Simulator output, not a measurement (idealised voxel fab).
The following is a process module called voxel transistor to metal.
Cross-section cut: width 155 nm, square cells of 5 nm.
Cross-sections here: square-cell grids, written as top-down lists of bands, a band being one or more rows of cells.
What a band's entry tells you: where the top is and where the bottom is, as heights in nm, and after that what lies inside, material by material from left to right, each with its width in nm. Empty space is written as the word "air", and a single material marked with the word "throughout" occupies the band from edge to edge.
Convention: height 0 is the level below which the wafer, as received, is all one material. The lowest band does not terminate at the bottom but continues downward, represented as "top 0, no bottom".
Width "30..40": first value at the band's top row of cells, second value at its bottom row, equal change from row to row.
Step note "same as before" = no cross-section cell changed.
If an empty space has no open way to the top and is at least 8 cells in size, "closed voids" lists it, written width x height at distance, where distance is measured from the left edge and every value is in nm.
Past the settings on a step's line: simulator remark, on that step.
The setting "overlay nm" may be written on the line of a step. When the step uses a mask, the value reports how far to the right of the planned place the mask lay, and a negative value reports that it lay to the left.

LIST OF PLANNED PROCESS STEPS
1 RECEIVE | material Si
2 OXIDIZE | depth nm 5
3 CONFORMAL_DEP | material SiN | thk nm 10
4 MASKED_ETCH | tone cover | mask id ACTIVE | width nm 105 | etch materials SiN | depth nm 10 | overlay nm 0
5 MASKED_ETCH | tone cover | mask id ACTIVE | width nm 105 | etch materials SiO2 | depth nm 5 | overlay nm 0
6 MASKED_ETCH | tone cover | mask id ACTIVE | width nm 105 | etch materials Si | depth nm 25 | overlay nm 0
7 OXIDIZE | depth nm 5
8 FILL_DEP | material SiO2 | thk nm 5
9 CMP | height nm 10
10 SELECTIVE_ETCH | etch materials SiO2 | depth nm 10
11 STRIP | etch materials SiN
12 SELECTIVE_ETCH | etch materials SiO2 | depth nm 5
13 OXIDIZE | depth nm 5
14 DIRECTIONAL_DEP | material polySi | thk nm 30
15 DIRECTIONAL_DEP | material SiCN | thk nm 15
16 DIRECTIONAL_DEP | material aC | thk nm 15
17 PATTERN | tone cover | mask id GATE | material resist | width nm 25 | thk nm 30 | overlay nm 0
18 DIRECTIONAL_ETCH | etch materials aC | depth nm 15
19 STRIP | etch materials resist
20 DIRECTIONAL_ETCH | etch materials SiCN | depth nm 25
21 DIRECTIONAL_ETCH | etch materials polySi | depth nm 40
22 STRIP | etch materials aC
23 CONFORMAL_DEP | material SiO2 | thk nm 5
24 DIRECTIONAL_ETCH | etch materials SiO2 | depth nm 5
25 CONFORMAL_DEP | material SiN | thk nm 5
26 DIRECTIONAL_ETCH | etch materials SiN | depth nm 5
27 DIRECTIONAL_ETCH | etch materials SiO2 | depth nm 5
28 EPI | material nSi | thk nm 5
29 FILL_DEP | material SiO2 | thk nm 10
30 CMP | height nm 25
31 STRIP | etch materials polySi
32 SELECTIVE_ETCH | etch materials SiO2 | depth nm 5
33 CONFORMAL_DEP | material HfO2 | thk nm 5
34 CONFORMAL_DEP | material TiN | thk nm 5
35 FILL_DEP | material W | thk nm 5
36 CMP | height nm 20
37 DIRECTIONAL_DEP | material SiO2 | thk nm 15
38 DIRECTIONAL_DEP | material aC | thk nm 15
39 PATTERN | tone open | mask id CONTACT | material resist | width nm 20 | pitch nm 75 | thk nm 35 | overlay nm 0
40 DIRECTIONAL_ETCH | etch materials aC | depth nm 15
41 STRIP | etch materials resist
42 DIRECTIONAL_ETCH | etch materials SiO2 | depth nm 40
43 STRIP | etch materials aC
44 CONFORMAL_DEP | material TiN | thk nm 5
45 FILL_DEP | material W | thk nm 5
46 CMP | height nm 35
47 CONFORMAL_DEP | material SiCN | thk nm 5
48 DIRECTIONAL_DEP | material lowk | thk nm 25
49 PATTERN | tone open | mask id METAL_1 | material resist | width nm 20 | pitch nm 75 | thk nm 20 | overlay nm 0
50 DIRECTIONAL_ETCH | etch materials lowk | depth nm 25
51 DIRECTIONAL_ETCH | etch materials SiCN | depth nm 5
52 STRIP | etch materials resist
53 CONFORMAL_DEP | material TiN | thk nm 5
54 FILL_DEP | material Ru | thk nm 5
55 CMP | height nm 65
56 EPI | material Ru | thk nm 5
57 FILL_DEP | material SiCN | thk nm 5
58 DIRECTIONAL_DEP | material SiO2 | thk nm 30
59 PATTERN | tone open | mask id METAL_2_HOLES | material resist | width nm 15 | pitch nm 75 | thk nm 15 | overlay nm 0
60 DIRECTIONAL_ETCH | etch materials SiO2 | depth nm 30
61 STRIP | etch materials resist
62 DIRECTIONAL_DEP | material aC | thk nm 10
63 PATTERN | tone open | mask id METAL_2 | material resist | width nm 20 | pitch nm 75 | thk nm 25 | overlay nm 0
64 DIRECTIONAL_ETCH | etch materials aC | depth nm 10
65 STRIP | etch materials resist
66 DIRECTIONAL_ETCH | etch materials SiO2 | depth nm 15
67 DIRECTIONAL_ETCH | etch materials SiCN | depth nm 5
68 STRIP | etch materials aC
69 CONFORMAL_DEP | material TiN | thk nm 5
70 FILL_DEP | material Cu | thk nm 10
71 CMP | height nm 105
72 CONFORMAL_DEP | material SiCN | thk nm 5
All wafers enter the flow in the same state. The thk nm at step 72 differs from wafer to wafer, and the plan gives the value for the first wafer.

CUT THROUGH THE FIRST OF SEVERAL WAFERS AS RECEIVED, POST STEP 1
* top 0, no bottom  Si throughout
* closed voids: none

BASICALLY EACH WAFER GETS A LINE IN THE TABLE, SHOWING IT AT THE END OF THE MODULE: MATERIAL BY MATERIAL, THE CELLS IT GAINED (+) OR LOST (-) SINCE WE GOT IT, THEN ITS CLOSED VOIDS
thk nm 5; +16 Cu; +17 HfO2; +32 Ru; -122 Si; +98 SiCN; +10 SiN; +355 SiO2; +109 TiN; +40 W; +115 lowk; +12 nSi; closed voids: none
thk nm 10; +16 Cu; +17 HfO2; +32 Ru; -122 Si; +129 SiCN; +10 SiN; +355 SiO2; +109 TiN; +40 W; +115 lowk; +12 nSi; closed voids: none
thk nm 15; +16 Cu; +17 HfO2; +32 Ru; -122 Si; +160 SiCN; +10 SiN; +355 SiO2; +109 TiN; +40 W; +115 lowk; +12 nSi; closed voids: none
thk nm 20; +16 Cu; +17 HfO2; +32 Ru; -122 Si; +191 SiCN; +10 SiN; +355 SiO2; +109 TiN; +40 W; +115 lowk; +12 nSi; closed voids: none
